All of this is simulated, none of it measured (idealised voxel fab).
The process module presented herein is designated voxel trench capacitor.
Each square cell in cross-section cut measures 5 nm, and the section as a whole is 285 nm wide.
When this document writes out a cross-section, it uses a grid of square cells and lists it as bands, beginning at the top and moving down, with a band standing for one or more rows of cells.
Heights first: top, then bottom, in nm. Then materials, left to right, each with a width in nm. "everywhere" on a single material: fills the band edge to edge. "air": empty space.
Beneath 0, the wafer as received is one material, and that level is where height counting begins. The lowest band goes on downward without a bottom; it is written like "0..down".
You'd read "30..40" like this: the band's top row of cells is as wide as the first number, its bottom row is as wide as the second, and going down, every row changes width by the same amount as the row before did.
Basically "no modification" means that step didn't change any cell in the cross-section.
You'll see "Enclosed internal cavities" listing empty spaces that have no way open to the top, as long as they're 8 cells or more; the notation is width x height at distance, where the distance is from the left edge, and all of it is in nm.
If you see something after the settings on a step's line, that's the simulator's own remark about that step.
Among the settings permitted on a step's line is "overlay nm"; applied to a step with a mask, it specifies the extent to which the mask lay to the right of its planned position, whereas a negative figure signifies a position to the left.

# plan
1. RECEIVE: material Si
2. CONFORMAL_DEP: material SiN, thk nm 5
3. MASKED_ETCH: tone open, mask id TRENCH, width nm 25, pitch nm 40, etch materials SiN, depth nm 5, overlay nm 0
4. MASKED_ETCH: tone open, mask id TRENCH, width nm 25, pitch nm 40, etch materials Si, depth nm 35, overlay nm 0
5. CONFORMAL_DEP: material Al2O3, thk nm 5
6. CONFORMAL_DEP: material TiN, thk nm 5
7. FILL_DEP: material W, thk nm 10
8. CMP: height nm 5

# Wafer as received: cross-section following step 1
	0..down: Si everywhere
	Enclosed internal cavities: none

# Looking at the first of two wafers in cross-section at end of module - ran to plan
	5..0: SiN (70) / Al2O3 (5) / TiN (5) / W (5) / TiN (5) / Al2O3 (5) / SiN (15) / Al2O3 (5) / TiN (5) / W (5) / TiN (5) / Al2O3 (5) / SiN (15) / Al2O3 (5) / TiN (5) / W (5) / TiN (5) / Al2O3 (5) / SiN (15) / Al2O3 (5) / TiN (5) / W (5) / TiN (5) / Al2O3 (5) / SiN (70)
	0..-25: Si (70) / Al2O3 (5) / TiN (5) / W (5) / TiN (5) / Al2O3 (5) / Si (15) / Al2O3 (5) / TiN (5) / W (5) / TiN (5) / Al2O3 (5) / Si (15) / Al2O3 (5) / TiN (5) / W (5) / TiN (5) / Al2O3 (5) / Si (15) / Al2O3 (5) / TiN (5) / W (5) / TiN (5) / Al2O3 (5) / Si (70)
	-25..-30: Si (70) / Al2O3 (5) / TiN (15) / Al2O3 (5) / Si (15) / Al2O3 (5) / TiN (15) / Al2O3 (5) / Si (15) / Al2O3 (5) / TiN (15) / Al2O3 (5) / Si (15) / Al2O3 (5) / TiN (15) / Al2O3 (5) / Si (70)
	-30..-35: Si (70) / Al2O3 (25) / Si (15) / Al2O3 (25) / Si (15) / Al2O3 (25) / Si (15) / Al2O3 (25) / Si (70)
	-35..down: Si everywhere
	Enclosed internal cavities: none

# Here's the second of our two wafers sectioned at module end. Same start as the first, same plan, but one mistake got made running it
	25..15: W everywhere
	15..10: TiN (80) / W (5) / TiN (35) / W (5) / TiN (35) / W (5) / TiN (35) / W (5) / TiN (80)
	10..5: Al2O3 (75) / TiN (5) / W (5) / TiN (5) / Al2O3 (25) / TiN (5) / W (5) / TiN (5) / Al2O3 (25) / TiN (5) / W (5) / TiN (5) / Al2O3 (25) / TiN (5) / W (5) / TiN (5) / Al2O3 (75)
	5..0: SiN (70) / Al2O3 (5) / TiN (5) / W (5) / TiN (5) / Al2O3 (5) / SiN (15) / Al2O3 (5) / TiN (5) / W (5) / TiN (5) / Al2O3 (5) / SiN (15) / Al2O3 (5) / TiN (5) / W (5) / TiN (5) / Al2O3 (5) / SiN (15) / Al2O3 (5) / TiN (5) / W (5) / TiN (5) / Al2O3 (5) / SiN (70)
	0..-25: Si (70) / Al2O3 (5) / TiN (5) / W (5) / TiN (5) / Al2O3 (5) / Si (15) / Al2O3 (5) / TiN (5) / W (5) / TiN (5) / Al2O3 (5) / Si (15) / Al2O3 (5) / TiN (5) / W (5) / TiN (5) / Al2O3 (5) / Si (15) / Al2O3 (5) / TiN (5) / W (5) / TiN (5) / Al2O3 (5) / Si (70)
	-25..-30: Si (70) / Al2O3 (5) / TiN (15) / Al2O3 (5) / Si (15) / Al2O3 (5) / TiN (15) / Al2O3 (5) / Si (15) / Al2O3 (5) / TiN (15) / Al2O3 (5) / Si (15) / Al2O3 (5) / TiN (15) / Al2O3 (5) / Si (70)
	-30..-35: Si (70) / Al2O3 (25) / Si (15) / Al2O3 (25) / Si (15) / Al2O3 (25) / Si (15) / Al2O3 (25) / Si (70)
	-35..down: Si everywhere
	Enclosed internal cavities: none
what went wrong: step 8 was dropped from the plan's execution and never run
At the finish, the second wafer shows more or fewer cells for some materials than the first does: +45 Al2O3 | +61 TiN | +122 W
